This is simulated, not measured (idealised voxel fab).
Process module, titled voxel self aligned contacts
The width of the displayed cross-section, cut, is 240 nm; its cells are square, with a size of 5 nm.
A cross-section is a grid of square cells, given in bands from the top down. A band is one or more rows of cells. Look at the band entry: it leads with the top's height and the bottom's height in nm. Then it lists the materials left to right, with a width in nm for each. The word "edge to edge" on a single material says that material fills the band edge to edge. The word "empty" is empty space. Heights are measured from 0, the level below which the as-received wafer is all one material; the lowest band has no bottom and continues downward, written as in "0 and below". The two numbers in a width such as "30..40" mark its ends across the band: the first belongs to the top row of cells, the second to the bottom row, and from each row to the next the width moves by the same amount. Take "remained the same" at face value: in the step it is given for, the cross-section changed in none of its cells. Any empty space of 8 cells or more lacking an open way to the top shows up in "Unvented cavities" as width x height at distance, distance from the left edge, in nm. Text after the settings on a step's line: the simulator's own remark on that step. overlay nm: where the mask lay relative to plan, measured to the right, on steps with a mask; negatives go left.
Process steps foreseen in the plan:
1) RECEIVE, material Si
2) OXIDIZE, depth nm 5
3) DIRECTIONAL_DEP, material polySi, thk nm 25
4) DIRECTIONAL_DEP, material SiN, thk nm 20
5) DIRECTIONAL_DEP, material aC, thk nm 15
6) PATTERN, tone cover, mask id GATE, material resist, width nm 25, pitch nm 55, thk nm 30, overlay nm 0
7) DIRECTIONAL_ETCH, etch materials aC, depth nm 15
8) STRIP, etch materials resist
9) DIRECTIONAL_ETCH, etch materials SiN, depth nm 20
10) DIRECTIONAL_ETCH, etch materials polySi, depth nm 25
11) STRIP, etch materials aC
12) CONFORMAL_DEP, material SiN, thk nm 5
13) DIRECTIONAL_ETCH, etch materials SiN, depth nm 5
14) FILL_DEP, material SiO2, thk nm 20
15) CMP, height nm 55
16) PATTERN, tone open, mask id CONTACT, material resist, width nm 40, pitch nm 55, thk nm 20, overlay nm 0
17) DIRECTIONAL_ETCH, etch materials SiO2, depth nm 60
18) STRIP, etch materials resist
19) CONFORMAL_DEP, material TiN, thk nm 5
20) FILL_DEP, material W, thk nm 5
21) CMP, height nm 55
22) CONFORMAL_DEP, material SiCN, thk nm 5
Delivered wafer in cross-section: state after step 1:
0 and below: Si edge to edge
Unvented cavities: none
One mistake in running the module, otherwise start and plan as above: cross-section at the end:
60 down to 55: SiCN edge to edge
55 down to 45: 70 of SiO2, 5..15 of TiN, 30..10 of W, 5..15 of TiN, 15 of SiO2, 5..15 of TiN, 30..10 of W, 5..15 of TiN, 75 of SiO2
45 down to 25: 45 of SiO2, 35 of SiN, 5 of TiN, 10 of W, 5 of TiN, 35 of SiN, 5 of TiN, 10 of W, 5 of TiN, 35 of SiN, 50 of SiO2
25 down to 5: 45 of SiO2, 5 of SiN, 25 of polySi, 5 of SiN, 5 of TiN, 10 of W, 5 of TiN, 5 of SiN, 25 of polySi, 5 of SiN, 5 of TiN, 10 of W, 5 of TiN, 5 of SiN, 25 of polySi, 5 of SiN, 50 of SiO2
5 down to 0: 45 of SiO2, 5 of SiN, 25 of polySi, 5 of SiN, 20 of TiN, 5 of SiN, 25 of polySi, 5 of SiN, 20 of TiN, 5 of SiN, 25 of polySi, 5 of SiN, 50 of SiO2
0 and below: Si edge to edge
Unvented cavities: none
Error vs. plan: the plan's step 2 was left out and never carried out
